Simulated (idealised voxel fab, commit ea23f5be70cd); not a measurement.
The process module that follows is named voxel self aligned vias.
Cross-sectional view cut (width: 285 nm; square cell size: 5 nm).
A cross-section is written here as square cells arranged in a grid, and it is given in bands from the top down, each band taking up one or more rows of cells. For a band, the entry starts with two heights in nm, that of the top and then that of the bottom, and carries on with the band's materials in order from left to right, each alongside its width in nm; the word "throughout" beside a single material means it fills the band edge to edge, and "blank" means empty space. Heads up on the height convention: 0 is the point under which the incoming wafer is all one material, and the lowest band has no bottom, it just keeps going down, like "0 down". Read "30->40" as a graded width: first number on top, second number at the bottom, same change between each pair of neighbouring rows. Any step labelled "everything unchanged" changed none of the cells in the cross-section. Basically, "Enclosed void list" tells you about the enclosed voids: empty spaces with no open way to the top, 8 cells or bigger, each written width x height at distance, where distance is from the left edge, all in nm. Where a step's line continues beyond its settings, the continuation is a remark by the simulator itself on that step. The line of a step may include "overlay nm". On a step with a mask, this value is how far to the right of its planned place the mask lay. A negative value means the mask lay to the left.

**List of planned process steps**
- 1: RECEIVE with material Si
- 2: CONFORMAL_DEP with material SiO2, thk nm 15
- 3: CONFORMAL_DEP with material SiCN, thk nm 5
- 4: DIRECTIONAL_DEP with material lowk, thk nm 25
- 5: PATTERN with tone open, mask id LINES, material resist, width nm 30, pitch nm 70, thk nm 20, overlay nm 0
- 6: DIRECTIONAL_ETCH with etch materials lowk, depth nm 25
- 7: STRIP with etch materials resist
- 8: CONFORMAL_DEP with material TiN, thk nm 5
- 9: FILL_DEP with material Ru, thk nm 10
- 10: CMP with height nm 45
- 11: SELECTIVE_ETCH with etch materials W Ru TiN, depth nm 5
- 12: FILL_DEP with material SiN, thk nm 10
- 13: CMP with height nm 45
- 14: DIRECTIONAL_DEP with material lowk, thk nm 20
- 15: PATTERN with tone open, mask id VIAS, material resist, width nm 40, pitch nm 70, thk nm 15, overlay nm 0
- 16: DIRECTIONAL_ETCH with etch materials lowk, depth nm 20
- 17: DIRECTIONAL_ETCH with etch materials SiN, depth nm 5
- 18: STRIP with etch materials resist
- 19: CONFORMAL_DEP with material TiN, thk nm 5
- 20: FILL_DEP with material Cu, thk nm 10
- 21: CMP with height nm 65
- 22: CONFORMAL_DEP with material SiN, thk nm 5

**First of two wafers, processed according to plan**

**Shown in cross-section is the wafer as received, that is, as it stands after step 1**
0 down | Si throughout
Enclosed void list: none

**Upon completion of step 2, the wafer appears in cross-section as shown**
15 to 0 | SiO2 throughout
Everything below 0 is unchanged.

**Upon completion of step 3, the wafer appears in cross-section as shown**
20 to 15 | SiCN throughout
Everything below 15 is unchanged.

**Upon completion of step 4, the wafer appears in cross-section as shown**
45 to 20 | lowk throughout
Everything below 20 is unchanged.

**Upon completion of step 5, the wafer appears in cross-section as shown**
65 to 45 | 90 of resist / 30 of blank / 40 of resist / 30 of blank / 95 of resist
Everything below 45 is unchanged.

**Upon completion of step 6, the wafer appears in cross-section as shown**
65 to 45 | 90 of resist / 30 of blank / 40 of resist / 30 of blank / 95 of resist
45 to 20 | 90 of lowk / 30 of blank / 40 of lowk / 30 of blank / 95 of lowk
Everything below 20 is unchanged.

**Upon completion of step 7, the wafer appears in cross-section as shown**
45 to 20 | 90 of lowk / 30 of blank / 40 of lowk / 30 of blank / 95 of lowk
Everything below 20 is unchanged.

**Upon completion of step 8, the wafer appears in cross-section as shown**
50 to 45 | 95 of TiN / 20 of blank / 50 of TiN / 20 of blank / 100 of TiN
45 to 25 | 90 of lowk / 5 of TiN / 20 of blank / 5 of TiN / 40 of lowk / 5 of TiN / 20 of blank / 5 of TiN / 95 of lowk
25 to 20 | 90 of lowk / 30 of TiN / 40 of lowk / 30 of TiN / 95 of lowk
Everything below 20 is unchanged.

**Upon completion of step 9, the wafer appears in cross-section as shown**
60 to 50 | Ru throughout
50 to 45 | 95 of TiN / 20 of Ru / 50 of TiN / 20 of Ru / 100 of TiN
45 to 25 | 90 of lowk / 5 of TiN / 20 of Ru / 5 of TiN / 40 of lowk / 5 of TiN / 20 of Ru / 5 of TiN / 95 of lowk
Everything below 25 is unchanged.

**Upon completion of step 10, the wafer appears in cross-section as shown**
45 to 25 | 90 of lowk / 5 of TiN / 20 of Ru / 5 of TiN / 40 of lowk / 5 of TiN / 20 of Ru / 5 of TiN / 95 of lowk
Everything below 25 is unchanged.

**Upon completion of step 11, the wafer appears in cross-section as shown**
45 to 40 | 90 of lowk / 30 of blank / 40 of lowk / 30 of blank / 95 of lowk
Everything below 40 is unchanged.

**Upon completion of step 12, the wafer appears in cross-section as shown**
55 to 45 | SiN throughout
45 to 40 | 90 of lowk / 30 of SiN / 40 of lowk / 30 of SiN / 95 of lowk
Everything below 40 is unchanged.

**Upon completion of step 13, the wafer appears in cross-section as shown**
45 to 40 | 90 of lowk / 30 of SiN / 40 of lowk / 30 of SiN / 95 of lowk
Everything below 40 is unchanged.

**Upon completion of step 14, the wafer appears in cross-section as shown**
65 to 45 | lowk throughout
Everything below 45 is unchanged.

**Upon completion of step 15, the wafer appears in cross-section as shown**
80 to 65 | 85 of resist / 40 of blank / 30 of resist / 40 of blank / 90 of resist
Everything below 65 is unchanged.

**Upon completion of step 16, the wafer appears in cross-section as shown**
80 to 65 | 85 of resist / 40 of blank / 30 of resist / 40 of blank / 90 of resist
65 to 45 | 85 of lowk / 40 of blank / 30 of lowk / 40 of blank / 90 of lowk
Everything below 45 is unchanged.

**Upon completion of step 17, the wafer appears in cross-section as shown**
80 to 65 | 85 of resist / 40 of blank / 30 of resist / 40 of blank / 90 of resist
65 to 45 | 85 of lowk / 40 of blank / 30 of lowk / 40 of blank / 90 of lowk
45 to 40 | 90 of lowk / 30 of blank / 40 of lowk / 30 of blank / 95 of lowk
Everything below 40 is unchanged.

**Upon completion of step 18, the wafer appears in cross-section as shown**
65 to 45 | 85 of lowk / 40 of blank / 30 of lowk / 40 of blank / 90 of lowk
Everything below 45 is unchanged.

**Upon completion of step 19, the wafer appears in cross-section as shown**
70 to 65 | 90 of TiN / 30 of blank / 40 of TiN / 30 of blank / 95 of TiN
65 to 50 | 85 of lowk / 5 of TiN / 30 of blank / 5 of TiN / 30 of lowk / 5 of TiN / 30 of blank / 5 of TiN / 90 of lowk
50 to 45 | 85 of lowk / 10 of TiN / 20 of blank / 10 of TiN / 30 of lowk / 10 of TiN / 20 of blank / 10 of TiN / 90 of lowk
45 to 40 | 90 of lowk / 30 of TiN / 40 of lowk / 30 of TiN / 95 of lowk
Everything below 40 is unchanged.

**Upon completion of step 20, the wafer appears in cross-section as shown**
80 to 70 | Cu throughout
70 to 65 | 90 of TiN / 30 of Cu / 40 of TiN / 30 of Cu / 95 of TiN
65 to 50 | 85 of lowk / 5 of TiN / 30 of Cu / 5 of TiN / 30 of lowk / 5 of TiN / 30 of Cu / 5 of TiN / 90 of lowk
50 to 45 | 85 of lowk / 10 of TiN / 20 of Cu / 10 of TiN / 30 of lowk / 10 of TiN / 20 of Cu / 10 of TiN / 90 of lowk
Everything below 45 is unchanged.

**Upon completion of step 21, the wafer appears in cross-section as shown**
65 to 50 | 85 of lowk / 5 of TiN / 30 of Cu / 5 of TiN / 30 of lowk / 5 of TiN / 30 of Cu / 5 of TiN / 90 of lowk
Everything below 50 is unchanged.

**Upon completion of step 22, the wafer appears in cross-section as shown**
70 to 65 | SiN throughout
Everything below 65 is unchanged.

**Regarding the second of the two wafers: it shared the first wafer's starting condition and process plan, yet one error occurred during its execution. Its history coincides with that of the first wafer up to and including step 1**

**Second wafer profile in section, at the moment step 2 of the plan was meant to be complete**
30 to 0 | SiO2 throughout
Everything below 0 is unchanged.

**Second wafer profile in section, at the moment step 3 of the plan was meant to be complete**
35 to 30 | SiCN throughout
Everything below 30 is unchanged.

**Second wafer profile in section, at the moment step 4 of the plan was meant to be complete**
60 to 35 | lowk throughout
Everything below 35 is unchanged.

**Second wafer profile in section, at the moment step 5 of the plan was meant to be complete**
80 to 60 | 90 of resist / 30 of blank / 40 of resist / 30 of blank / 95 of resist
Everything below 60 is unchanged.

**Second wafer profile in section, at the moment step 6 of the plan was meant to be complete**
80 to 60 | 90 of resist / 30 of blank / 40 of resist / 30 of blank / 95 of resist
60 to 35 | 90 of lowk / 30 of blank / 40 of lowk / 30 of blank / 95 of lowk
Everything below 35 is unchanged.

**Second wafer profile in section, at the moment step 7 of the plan was meant to be complete**
60 to 35 | 90 of lowk / 30 of blank / 40 of lowk / 30 of blank / 95 of lowk
Everything below 35 is unchanged.

**Second wafer profile in section, at the moment step 8 of the plan was meant to be complete**
65 to 60 | 95 of TiN / 20 of blank / 50 of TiN / 20 of blank / 100 of TiN
60 to 40 | 90 of lowk / 5 of TiN / 20 of blank / 5 of TiN / 40 of lowk / 5 of TiN / 20 of blank / 5 of TiN / 95 of lowk
40 to 35 | 90 of lowk / 30 of TiN / 40 of lowk / 30 of TiN / 95 of lowk
Everything below 35 is unchanged.

**Second wafer profile in section, at the moment step 9 of the plan was meant to be complete**
75 to 65 | Ru throughout
65 to 60 | 95 of TiN / 20 of Ru / 50 of TiN / 20 of Ru / 100 of TiN
60 to 40 | 90 of lowk / 5 of TiN / 20 of Ru / 5 of TiN / 40 of lowk / 5 of TiN / 20 of Ru / 5 of TiN / 95 of lowk
Everything below 40 is unchanged.

**Second wafer profile in section, at the moment step 10 of the plan was meant to be complete**
45 to 40 | 90 of lowk / 5 of TiN / 20 of Ru / 5 of TiN / 40 of lowk / 5 of TiN / 20 of Ru / 5 of TiN / 95 of lowk
Everything below 40 is unchanged.

**Second wafer profile in section, at the moment step 11 of the plan was meant to be complete**
45 to 40 | 90 of lowk / 30 of blank / 40 of lowk / 30 of blank / 95 of lowk
Everything below 40 is unchanged.

**Second wafer profile in section, at the moment step 12 of the plan was meant to be complete**
55 to 45 | SiN throughout
45 to 40 | 90 of lowk / 30 of SiN / 40 of lowk / 30 of SiN / 95 of lowk
Everything below 40 is unchanged.

**Second wafer profile in section, at the moment step 13 of the plan was meant to be complete**
45 to 40 | 90 of lowk / 30 of SiN / 40 of lowk / 30 of SiN / 95 of lowk
Everything below 40 is unchanged.

**Second wafer profile in section, at the moment step 14 of the plan was meant to be complete**
65 to 45 | lowk throughout
Everything below 45 is unchanged.

**Second wafer profile in section, at the moment step 15 of the plan was meant to be complete**
80 to 65 | 85 of resist / 40 of blank / 30 of resist / 40 of blank / 90 of resist
Everything below 65 is unchanged.

**Second wafer profile in section, at the moment step 16 of the plan was meant to be complete**
80 to 65 | 85 of resist / 40 of blank / 30 of resist / 40 of blank / 90 of resist
65 to 45 | 85 of lowk / 40 of blank / 30 of lowk / 40 of blank / 90 of lowk
Everything below 45 is unchanged.

**Second wafer profile in section, at the moment step 17 of the plan was meant to be complete**
80 to 65 | 85 of resist / 40 of blank / 30 of resist / 40 of blank / 90 of resist
65 to 45 | 85 of lowk / 40 of blank / 30 of lowk / 40 of blank / 90 of lowk
45 to 40 | 90 of lowk / 30 of blank / 40 of lowk / 30 of blank / 95 of lowk
Everything below 40 is unchanged.

**Second wafer profile in section, at the moment step 18 of the plan was meant to be complete**
65 to 45 | 85 of lowk / 40 of blank / 30 of lowk / 40 of blank / 90 of lowk
Everything below 45 is unchanged.

**Second wafer profile in section, at the moment step 19 of the plan was meant to be complete**
70 to 65 | 90 of TiN / 30 of blank / 40 of TiN / 30 of blank / 95 of TiN
65 to 50 | 85 of lowk / 5 of TiN / 30 of blank / 5 of TiN / 30 of lowk / 5 of TiN / 30 of blank / 5 of TiN / 90 of lowk
50 to 45 | 85 of lowk / 10 of TiN / 20 of blank / 10 of TiN / 30 of lowk / 10 of TiN / 20 of blank / 10 of TiN / 90 of lowk
45 to 35 | 90 of lowk / 30 of TiN / 40 of lowk / 30 of TiN / 95 of lowk
Everything below 35 is unchanged.

**Second wafer profile in section, at the moment step 20 of the plan was meant to be complete**
80 to 70 | Cu throughout
70 to 65 | 90 of TiN / 30 of Cu / 40 of TiN / 30 of Cu / 95 of TiN
65 to 50 | 85 of lowk / 5 of TiN / 30 of Cu / 5 of TiN / 30 of lowk / 5 of TiN / 30 of Cu / 5 of TiN / 90 of lowk
50 to 45 | 85 of lowk / 10 of TiN / 20 of Cu / 10 of TiN / 30 of lowk / 10 of TiN / 20 of Cu / 10 of TiN / 90 of lowk
Everything below 45 is unchanged.

**Second wafer profile in section, at the moment step 21 of the plan was meant to be complete**
65 to 50 | 85 of lowk / 5 of TiN / 30 of Cu / 5 of TiN / 30 of lowk / 5 of TiN / 30 of Cu / 5 of TiN / 90 of lowk
Everything below 50 is unchanged.

**Second wafer profile in section, at the moment step 22 of the plan was meant to be complete**
70 to 65 | SiN throughout
Everything below 65 is unchanged.
What broke from the plan during processing? step 2, plan: ran twice
End of process, cell counts, second wafer against first, materials with more or fewer: Ru -24, SiO2 +171, TiN -12, lowk -135
